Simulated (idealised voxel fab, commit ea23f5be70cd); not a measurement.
Presented below is a process module, voxel ribs on slabs.
This is section cut - it's 250 nm across, gridded in 5 nm square cells.
In this document a cross-section is written as a grid of square cells. It is given as a series of bands, listed from the top down, and a band is one or more rows of cells.
Read a band's entry like this: the first values are the height of its top and the height of its bottom in nm, and what follows is the sequence of materials from left to right, each with its width in nm. Note that "air" is empty space, and that a single material marked "everywhere" reaches across the band from edge to edge.
Beneath 0, the wafer as received is one material, and that level is where height counting begins. The lowest band goes on downward without a bottom; it is written like "0 nm and below".
A width such as "30..40" changes by the same amount from each row of cells to the next, from the band's top row to its bottom row.
What does "nothing different" mean for a step? It means no cell of the cross-section changed in that step.
Entrapped void list: empty space of 8 cells or more with no open way to the top, each as width x height at its distance from the left edge, in nm
Where a step's line continues beyond its settings, the continuation is a remark by the simulator itself on that step.
overlay nm: for a step with a mask, the amount by which the mask lay right of where it was planned; a negative amount means left of it.
**Listed below are the process steps as planned**
1,RECEIVE,material Si
2,DIRECTIONAL_DEP,material SiO2,thk nm 20
3,DIRECTIONAL_DEP,material SiN,thk nm 25
4,PATTERN,tone cover,mask id RIB,material resist,width nm 25,thk nm 15,overlay nm 0
5,DIRECTIONAL_ETCH,etch materials SiN,depth nm 5
6,STRIP,etch materials resist
7,DIRECTIONAL_DEP,material aC,thk nm 10
8,PATTERN,tone cover,mask id SLAB,material resist,width nm 55,thk nm 25,overlay nm 0
9,DIRECTIONAL_ETCH,etch materials aC,depth nm 10
10,STRIP,etch materials resist
11,DIRECTIONAL_ETCH,etch materials SiN,depth nm 20
12,STRIP,etch materials aC
13,FILL_DEP,material SiO2,thk nm 25
14,CMP,height nm 65
15,DIRECTIONAL_DEP,material TiN,thk nm 10
16,DIRECTIONAL_DEP,material aC,thk nm 15
17,PATTERN,tone cover,mask id HEATER,material resist,width nm 35,thk nm 35,overlay nm 0
18,DIRECTIONAL_ETCH,etch materials aC,depth nm 15
19,STRIP,etch materials resist
20,DIRECTIONAL_ETCH,etch materials TiN,depth nm 10
21,STRIP,etch materials aC
22,CONFORMAL_DEP,material SiN,thk nm 10
**Delivered wafer in cross-section: state after step 1**
* 0 nm and below = Si everywhere
* Entrapped void list: none
**Below is the wafer in cross-section after the module was completed. It began from the starting point shown above and followed the plan shown above, except that one mistake was made while running it**
* 75 nm to 65 nm = 105 nm air | 35 nm TiN | 110 nm air
* 65 nm to 45 nm = SiO2 everywhere
* 45 nm to 40 nm = 110 nm SiO2 | 25 nm SiN | 115 nm SiO2
* 40 nm to 20 nm = 95 nm SiO2 | 55 nm SiN | 100 nm SiO2
* 20 nm to 0 nm = SiO2 everywhere
* 0 nm and below = Si everywhere
* Entrapped void list: none
Processing error: skipped: plan step 22 (never run)
